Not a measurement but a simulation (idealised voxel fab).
The following process module bears the name voxel fin reveal.
The cross-section shown here is cut; it is 200 nm wide and divided into square cells measuring 5 nm on a side.
Bands, listed from the top down, are how a cross-section gets written in this document; the cross-section itself is a grid of square cells, and a band is one or more rows of them. Each band's line starts with the height of the band's top and of its bottom, in nm. Then come its materials from left to right, each with its width in nm. One material with "full width" fills the band from edge to edge. "empty" is empty space. Height reference: 0 = level under which incoming wafer is all one material. Lowest band: no bottom, runs on downward, e.g. "0 nm and below". Think of "30 to 40" as a width that walks from the first number to the second as you go down the band, top row to bottom row, taking equal-sized steps from row to row. Where a step carries "no modifications", the cross-section came out of it unchanged, cell for cell. For the entry "Sealed internal voids", the listed items are empty spaces with no open way to the top whose size is 8 cells or more; each item follows the pattern width x height at distance, where distance is from the left edge and all three are in nm. It should be noted that, on the line of a given step, the content following the step's settings is a remark produced by the simulator itself with respect to that step. overlay nm: mask offset rightward from planned place, masked step; negative means leftward offset.

[The process steps that were planned are listed below]
1,RECEIVE: material Si
2,CONFORMAL_DEP: material SiN, thk nm 5
3,DIRECTIONAL_DEP: material aC, thk nm 10
4,PATTERN: tone cover, mask id FINS, material resist, width nm 15, pitch nm 35, thk nm 30, overlay nm 0
5,DIRECTIONAL_ETCH: etch materials aC, depth nm 10
6,STRIP: etch materials resist
7,DIRECTIONAL_ETCH: etch materials SiN, depth nm 5
8,DIRECTIONAL_ETCH: etch materials Si, depth nm 35
9,STRIP: etch materials aC
10,OXIDIZE: depth nm 5
11,FILL_DEP: material SiO2, thk nm 5
12,CMP: height nm 5
13,SELECTIVE_ETCH: etch materials SiO2, depth nm 20
14,STRIP: etch materials SiN

[Cross-sectional view of the wafer in its as-received condition, corresponding to the state after step 1]
	0 nm and below = Si full width
	Sealed internal voids: none

[The first of two wafers, cross-sectioned at the end of the module, with the run proceeding as planned]
	0 nm to -15 nm = empty 45; Si 5; empty 30; Si 5; empty 30; Si 5; empty 30; Si 5; empty 45
	-15 nm to -40 nm = SiO2 45; Si 5; SiO2 30; Si 5; SiO2 30; Si 5; SiO2 30; Si 5; SiO2 45
	-40 nm and below = Si full width
	Sealed internal voids: none

[Second wafer of the two, sectioned at the end of the module. It began like the first and followed the same plan, but one mistake was made while running it]
	0 nm to -15 nm = empty 45; Si 10; empty 25; Si 10; empty 25; Si 10; empty 25; Si 10; empty 40
	-15 nm to -40 nm = SiO2 45; Si 10; SiO2 25; Si 10; SiO2 25; Si 10; SiO2 25; Si 10; SiO2 40
	-40 nm and below = Si full width
	Sealed internal voids: none
Deviation noted in wafer processing: the process deviated at step 4: the operation and settings actually run there were PATTERN: tone cover, mask id FINS, material resist, width nm 20, pitch nm 35, thk nm 30, overlay nm 0
at the end the second wafer has, in cells: Si +32 | SiO2 -20
